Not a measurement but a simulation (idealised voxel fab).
Process module name: voxel gate over fins
Cross-sectional view cut (width: 250 nm; square cell size: 5 nm).
If you're reading a cross-section in this doc, picture square cells in a grid; it comes to you as bands, top ones listed first down to the bottom, and a band can be one or more rows of cells. Basically the band line says how high the top is and how high the bottom is, in nm, and then what's in it from left to right, every material with its width in nm. Empty space shows up as "blank", and if a single material carries "everywhere" it runs the full band edge to edge. Heights are reckoned from 0. Under this level, the received wafer is all of one material. The bottommost band is open-ended downward, for example "z 0 and below". So if you see something like "30 to 40" for the width, read it as the top row of the band sitting at the first number and the bottom row at the second, with every row in between moving by the same amount as the last. Step marked "no alterations made"? Then no cell in the cross-section changed in it. Empty spaces counting at least 8 cells and having no open way to the top are listed in "Sealed void inventory". The notation width x height at distance is used for each, the distance being from the left edge and all three values in nm. The remark found on a step's line after its settings is issued by the simulator itself and pertains to that step. Among the settings permitted on a step's line is "overlay nm"; applied to a step with a mask, it specifies the extent to which the mask lay to the right of its planned position, whereas a negative figure signifies a position to the left.
**Here's what the planned process steps look like**
- 1: RECEIVE | material Si
- 2: CONFORMAL_DEP | material SiN | thk nm 10
- 3: DIRECTIONAL_DEP | material aC | thk nm 15
- 4: PATTERN | tone cover | mask id FINS | material resist | width nm 15 | pitch nm 55 | thk nm 35 | overlay nm 0
- 5: DIRECTIONAL_ETCH | etch materials aC | depth nm 15
- 6: STRIP | etch materials resist
- 7: DIRECTIONAL_ETCH | etch materials SiN | depth nm 10
- 8: DIRECTIONAL_ETCH | etch materials Si | depth nm 30
- 9: STRIP | etch materials aC
- 10: OXIDIZE | depth nm 5
- 11: FILL_DEP | material SiO2 | thk nm 10
- 12: CMP | height nm 10
- 13: DIRECTIONAL_DEP | material aC | thk nm 15
- 14: PATTERN | tone open | mask id RAIL | material resist | width nm 15 | thk nm 30 | overlay nm 0
- 15: DIRECTIONAL_ETCH | etch materials aC | depth nm 15
- 16: STRIP | etch materials resist
- 17: DIRECTIONAL_ETCH | etch materials SiO2 | depth nm 35
- 18: STRIP | etch materials aC
- 19: CONFORMAL_DEP | material TiN | thk nm 5
- 20: FILL_DEP | material Ru | thk nm 5
- 21: CMP | height nm 10
- 22: SELECTIVE_ETCH | etch materials W Ru TiN | depth nm 30
- 23: FILL_DEP | material SiO2 | thk nm 5
- 24: CMP | height nm 10
- 25: SELECTIVE_ETCH | etch materials SiO2 | depth nm 20
- 26: STRIP | etch materials SiN
- 27: CONFORMAL_DEP | material HfO2 | thk nm 5
- 28: CONFORMAL_DEP | material TiN | thk nm 5
- 29: FILL_DEP | material W | thk nm 15
- 30: CMP | height nm 20
- 31: CONFORMAL_DEP | material SiN | thk nm 10
**The following pertains to the first of two wafers, which was processed as planned**
**Cross-section, incoming material, after step 1**
- z 0 and below = Si everywhere
- Sealed void inventory: none
**Cross-sectional representation of the wafer at the conclusion of step 2**
- z 10 to 0 = SiN everywhere
- Under the height 0 nothing was changed.
**Cross-sectional representation of the wafer at the conclusion of step 3**
- z 25 to 10 = aC everywhere
- Under the height 10 nothing was changed.
**Cross-sectional representation of the wafer at the conclusion of step 4**
- z 60 to 25 = blank 90; resist 15; blank 40; resist 15; blank 90
- Under the height 25 nothing was changed.
**Cross-sectional representation of the wafer at the conclusion of step 5**
- z 45 to 25 = blank 90; resist 15; blank 40; resist 15; blank 90
- z 25 to 10 = blank 90; aC 15; blank 40; aC 15; blank 90
- Under the height 10 nothing was changed.
**Cross-sectional representation of the wafer at the conclusion of step 6**
- z 25 to 10 = blank 90; aC 15; blank 40; aC 15; blank 90
- Under the height 10 nothing was changed.
**Cross-sectional representation of the wafer at the conclusion of step 7**
- z 25 to 10 = blank 90; aC 15; blank 40; aC 15; blank 90
- z 10 to 0 = blank 90; SiN 15; blank 40; SiN 15; blank 90
- Under the height 0 nothing was changed.
**Cross-sectional representation of the wafer at the conclusion of step 8**
- z 25 to 10 = blank 90; aC 15; blank 40; aC 15; blank 90
- z 10 to 0 = blank 90; SiN 15; blank 40; SiN 15; blank 90
- z 0 to -30 = blank 90; Si 15; blank 40; Si 15; blank 90
- Under the height -30 nothing was changed.
**Cross-sectional representation of the wafer at the conclusion of step 9**
- z 10 to 0 = blank 90; SiN 15; blank 40; SiN 15; blank 90
- Under the height 0 nothing was changed.
**Cross-sectional representation of the wafer at the conclusion of step 10**
- z 10 to 0 = blank 90; SiN 15; blank 40; SiN 15; blank 90
- z 0 to -30 = blank 90; SiO2 5; Si 5; SiO2 5; blank 40; SiO2 5; Si 5; SiO2 5; blank 90
- z -30 to -35 = SiO2 95; Si 5; SiO2 50; Si 5; SiO2 95
- Under the height -35 nothing was changed.
**Cross-sectional representation of the wafer at the conclusion of step 11**
- z 20 to 10 = SiO2 everywhere
- z 10 to 0 = SiO2 90; SiN 15; SiO2 40; SiN 15; SiO2 90
- z 0 to -35 = SiO2 95; Si 5; SiO2 50; Si 5; SiO2 95
- Under the height -35 nothing was changed.
**Cross-sectional representation of the wafer at the conclusion of step 12**
- z 10 to 0 = SiO2 90; SiN 15; SiO2 40; SiN 15; SiO2 90
- Under the height 0 nothing was changed.
**Cross-sectional representation of the wafer at the conclusion of step 13**
- z 25 to 10 = aC everywhere
- Under the height 10 nothing was changed.
**Cross-sectional representation of the wafer at the conclusion of step 14**
- z 55 to 25 = resist 115; blank 15; resist 120
- Under the height 25 nothing was changed.
**Cross-sectional representation of the wafer at the conclusion of step 15**
- z 40 to 25 = resist 115; blank 15; resist 120
- z 25 to 10 = aC 115; blank 15; aC 120
- Under the height 10 nothing was changed.
**Cross-sectional representation of the wafer at the conclusion of step 16**
- z 25 to 10 = aC 115; blank 15; aC 120
- Under the height 10 nothing was changed.
**Cross-sectional representation of the wafer at the conclusion of step 17**
- z 25 to 10 = aC 115; blank 15; aC 120
- z 10 to 0 = SiO2 90; SiN 15; SiO2 10; blank 15; SiO2 15; SiN 15; SiO2 90
- z 0 to -25 = SiO2 95; Si 5; SiO2 15; blank 15; SiO2 20; Si 5; SiO2 95
- Under the height -25 nothing was changed.
**Cross-sectional representation of the wafer at the conclusion of step 18**
- z 10 to 0 = SiO2 90; SiN 15; SiO2 10; blank 15; SiO2 15; SiN 15; SiO2 90
- Under the height 0 nothing was changed.
**Cross-sectional representation of the wafer at the conclusion of step 19**
- z 15 to 10 = TiN 120; blank 5; TiN 125
- z 10 to 0 = SiO2 90; SiN 15; SiO2 10; TiN 5; blank 5; TiN 5; SiO2 15; SiN 15; SiO2 90
- z 0 to -20 = SiO2 95; Si 5; SiO2 15; TiN 5; blank 5; TiN 5; SiO2 20; Si 5; SiO2 95
- z -20 to -25 = SiO2 95; Si 5; SiO2 15; TiN 15; SiO2 20; Si 5; SiO2 95
- Under the height -25 nothing was changed.
**Cross-sectional representation of the wafer at the conclusion of step 20**
- z 20 to 15 = Ru everywhere
- z 15 to 10 = TiN 120; Ru 5; TiN 125
- z 10 to 0 = SiO2 90; SiN 15; SiO2 10; TiN 5; Ru 5; TiN 5; SiO2 15; SiN 15; SiO2 90
- z 0 to -20 = SiO2 95; Si 5; SiO2 15; TiN 5; Ru 5; TiN 5; SiO2 20; Si 5; SiO2 95
- Under the height -20 nothing was changed.
**Cross-sectional representation of the wafer at the conclusion of step 21**
- z 10 to 0 = SiO2 90; SiN 15; SiO2 10; TiN 5; Ru 5; TiN 5; SiO2 15; SiN 15; SiO2 90
- Under the height 0 nothing was changed.
**Cross-sectional representation of the wafer at the conclusion of step 22**
- z 10 to 0 = SiO2 90; SiN 15; SiO2 10; blank 15; SiO2 15; SiN 15; SiO2 90
- z 0 to -20 = SiO2 95; Si 5; SiO2 15; blank 15; SiO2 20; Si 5; SiO2 95
- Under the height -20 nothing was changed.
**Cross-sectional representation of the wafer at the conclusion of step 23**
- z 15 to 10 = SiO2 everywhere
- z 10 to 0 = SiO2 90; SiN 15; SiO2 40; SiN 15; SiO2 90
- z 0 to -20 = SiO2 95; Si 5; SiO2 50; Si 5; SiO2 95
- Under the height -20 nothing was changed.
**Cross-sectional representation of the wafer at the conclusion of step 24**
- z 10 to 0 = SiO2 90; SiN 15; SiO2 40; SiN 15; SiO2 90
- Under the height 0 nothing was changed.
**Cross-sectional representation of the wafer at the conclusion of step 25**
- z 10 to 0 = blank 90; SiN 15; blank 40; SiN 15; blank 90
- z 0 to -10 = blank 95; Si 5; blank 50; Si 5; blank 95
- Under the height -10 nothing was changed.
**Cross-sectional representation of the wafer at the conclusion of step 26**
- z 0 to -10 = blank 95; Si 5; blank 50; Si 5; blank 95
- Under the height -10 nothing was changed.
**Cross-sectional representation of the wafer at the conclusion of step 27**
- z 5 to 0 = blank 90; HfO2 15; blank 40; HfO2 15; blank 90
- z 0 to -5 = blank 90; HfO2 5; Si 5; HfO2 5; blank 40; HfO2 5; Si 5; HfO2 5; blank 90
- z -5 to -10 = HfO2 95; Si 5; HfO2 50; Si 5; HfO2 95
- Under the height -10 nothing was changed.
**Cross-sectional representation of the wafer at the conclusion of step 28**
- z 10 to 5 = blank 85; TiN 25; blank 30; TiN 25; blank 85
- z 5 to 0 = blank 85; TiN 5; HfO2 15; TiN 5; blank 30; TiN 5; HfO2 15; TiN 5; blank 85
- z 0 to -5 = TiN 90; HfO2 5; Si 5; HfO2 5; TiN 40; HfO2 5; Si 5; HfO2 5; TiN 90
- Under the height -5 nothing was changed.
**Cross-sectional representation of the wafer at the conclusion of step 29**
- z 25 to 10 = W everywhere
- z 10 to 5 = W 85; TiN 25; W 30; TiN 25; W 85
- z 5 to 0 = W 85; TiN 5; HfO2 15; TiN 5; W 30; TiN 5; HfO2 15; TiN 5; W 85
- Under the height 0 nothing was changed.
**Cross-sectional representation of the wafer at the conclusion of step 30**
- z 20 to 10 = W everywhere
- Under the height 10 nothing was changed.
**Cross-sectional representation of the wafer at the conclusion of step 31**
- z 30 to 20 = SiN everywhere
- Under the height 20 nothing was changed.
**Wafer two. Identical start, identical plan. One mistake in execution. Identical history through step 30**
**Cross-section of the second wafer when, according to plan, step 31 should have finished**
- z 35 to 20 = SiN everywhere
- Under the height 20 nothing was changed.
The plan and the run diverged here: step 31 was run on a setting that differed from the plan, and what really ran there is CONFORMAL_DEP | material SiN | thk nm 15
In the final state, the cell counts of the second wafer exceed or fall short of those of the first for the following materials: SiN: 50 more
